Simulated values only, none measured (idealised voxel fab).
Documented hereafter: the process module known as voxel double patterning.
Pictured: cross-section cut, 225 nm wide, on a grid of 5 nm square cells.
Square cells in a grid make up a cross-section in this document, and the grid is given as bands, listed from the top down, each one or more rows of cells.
What a band's entry tells you: where the top is and where the bottom is, as heights in nm, and after that what lies inside, material by material from left to right, each with its width in nm. Empty space is written as the word "air", and a single material marked with the word "all across" occupies the band from edge to edge.
Heads up on the height convention: 0 is the point under which the incoming wafer is all one material, and the lowest band has no bottom, it just keeps going down, like "top 0, no bottom".
It should be noted that a width expressed as "30 to 40" varies in equal increments from row to row of cells within the band, taking the value of the first number at the top row and that of the second number at the bottom row.
Reading "remained the same" for a step: not a cell of the cross-section changed in it.
Empty spaces without an open route to the top, at least 8 cells in extent, make up the entry "Unvented cavities"; each is given as width x height at distance, where the distance is measured from the left edge, and all are in nm.
The remark found on a step's line after its settings is issued by the simulator itself and pertains to that step.
A step's line can hold "overlay nm"; with a mask on that step, the setting says how far right of the planned place the mask lay, while a negative setting says it lay to the left.
[Set out below are the planned steps of the process]
1 RECEIVE: material Si
2 CONFORMAL_DEP: material SiN, thk nm 5
3 DIRECTIONAL_DEP: material SiO2, thk nm 15
4 DIRECTIONAL_DEP: material SiCN, thk nm 10
5 PATTERN: tone open, mask id FIRST, material resist, width nm 15, pitch nm 50, thk nm 15, overlay nm 0
6 DIRECTIONAL_ETCH: etch materials SiCN, depth nm 10
7 STRIP: etch materials resist
8 MASKED_ETCH: tone open, mask id SECOND, width nm 15, pitch nm 50, etch materials SiCN, depth nm 10, overlay nm 0
9 DIRECTIONAL_ETCH: etch materials SiO2, depth nm 15
10 STRIP: etch materials SiCN
[Cross-section of the wafer upon arrival, representing the state reached after step 1]
    top 0, no bottom | Si all across
    Unvented cavities: none
[Cross-section at module end, one run error; start and plan unchanged from above]
    top 20, bottom 5 | SiO2: 65, then air: 30, then SiO2: 20, then air: 30, then SiO2: 20, then air: 15, then SiO2: 45
    top 5, bottom 0 | SiN all across
    top 0, no bottom | Si all across
    Unvented cavities: none
Here's what went sideways: step 5 changed vs plan, executed as PATTERN: tone open, mask id FIRST, material resist, width nm 15, pitch nm 50, thk nm 15, overlay nm 10
